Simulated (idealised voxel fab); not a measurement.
process module | voxel trench capacitor
cross-section cut | 300 nm wide | cells 5 nm
A cross-section is a grid of square cells, given in bands from the top down. A band is one or more rows of cells.
Each band's line starts with the height of the band's top and of its bottom, in nm. Then come its materials from left to right, each with its width in nm. One material with "throughout" fills the band from edge to edge. "air" is empty space.
Height 0 is the level under which the wafer as received is all one material. The lowest band goes on downwards, as in "0 down".
A width such as "30 to 40" changes by the same amount from each row of cells to the next, from the band's top row to its bottom row.
"no change" after a step means that no cell of the cross-section changed.
closed voids: empty space of 8 cells or more with no open way to the top, each as width x height at its distance from the left edge, in nm
after a step's settings: what the simulator itself notes on the step
overlay nm, on a step with a mask: how far to the right of its planned place the mask lay; to the left if negative
plan
1 op RECEIVE | material Si
2 op CONFORMAL_DEP | material SiN | thk nm 10
3 op PATTERN | tone open | mask id TRENCH | material resist | width nm 15 | pitch nm 40 | thk nm 20 | overlay nm 0
4 op DIRECTIONAL_ETCH | etch materials SiN | depth nm 10
5 op DIRECTIONAL_ETCH | etch materials Si | depth nm 25
6 op STRIP | etch materials resist
7 op CONFORMAL_DEP | material Al2O3 | thk nm 5
8 op FILL_DEP | material polySi | thk nm 5
9 op CMP | height nm 0
varied across the wafers: height nm of step 9. The plan shows the first wafer's value. All wafers start alike
first wafer as received, after step 1
  0 down: Si throughout
  closed voids: none
each wafer at the end: cells of each material gained (+) or lost (-) since it was received, then its closed voids
height nm 0 | +44 Al2O3 | -60 Si | +16 polySi | closed voids: none
height nm 5 | +52 Al2O3 | -60 Si | +48 SiN | +20 polySi | closed voids: none
height nm 10 | +60 Al2O3 | -60 Si | +96 SiN | +24 polySi | closed voids: none
height nm 15 | +116 Al2O3 | -60 Si | +96 SiN | +28 polySi | closed voids: none
height nm 20 | +116 Al2O3 | -60 Si | +96 SiN | +88 polySi | closed voids: none
